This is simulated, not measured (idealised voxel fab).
This is a process module. Its name is voxel lift off.
Pictured: cross-section cut, 210 nm wide, on a grid of 5 nm square cells.
Think of the cross-section as a grid of square cells. We describe it in bands, top to bottom, and each band covers one or more rows of those cells. Read a band's entry like this: the first values are the height of its top and the height of its bottom in nm, and what follows is the sequence of materials from left to right, each with its width in nm. Note that "blank" is empty space, and that a single material marked "throughout" reaches across the band from edge to edge. The level at which height equals 0 is the one under which the wafer, as it arrives, is entirely one material. No lower edge exists for the bottom band, which continues downward and is notated as in "top 0, no bottom". Width "30->40": first value at the band's top row of cells, second value at its bottom row, equal change from row to row. It should be understood that the words "left unchanged", when stated for a given step, signify that the cross-section underwent no change in any of its cells during that step. Enclosed voids: empty space of 8 cells or more with no open way to the top, each as width x height at its distance from the left edge, in nm. On a step's line, text after the settings is the simulator commenting on that step. Among the settings permitted on a step's line is "overlay nm"; applied to a step with a mask, it specifies the extent to which the mask lay to the right of its planned position, whereas a negative figure signifies a position to the left.
**The following list gives the planned process steps**
1. RECEIVE (material Si)
2. CONFORMAL_DEP (material Al2O3; thk nm 15)
3. PATTERN (tone open; mask id LINES; material resist; width nm 30; pitch nm 50; thk nm 30; overlay nm 0)
4. DIRECTIONAL_DEP (material Ru; thk nm 15)
5. STRIP (etch materials resist)
6. CONFORMAL_DEP (material SiO2; thk nm 10)
**Incoming wafer in cross-section (state: after step 1)**
  top 0, no bottom: Si throughout
  Enclosed voids: none
**Wafer at module end, in section. Began as above, planned as above, run with one mistake**
  top 40, bottom 30: blank (30)  SiO2 (155)  blank (25)
  top 30, bottom 25: blank (30)  SiO2 (10)  Ru (35)  SiO2 (15)  Ru (35)  SiO2 (15)  Ru (35)  SiO2 (10)  blank (25)
  top 25, bottom 15: SiO2 (40)  Ru (35)  SiO2 (15)  Ru (35)  SiO2 (15)  Ru (35)  SiO2 (35)
  top 15, bottom 0: Al2O3 throughout
  top 0, no bottom: Si throughout
  Enclosed voids: none
Deviation from plan: step 3 ran differently from the plan; actual operation with settings: PATTERN (tone open; mask id LINES; material resist; width nm 35; pitch nm 50; thk nm 30; overlay nm 0)
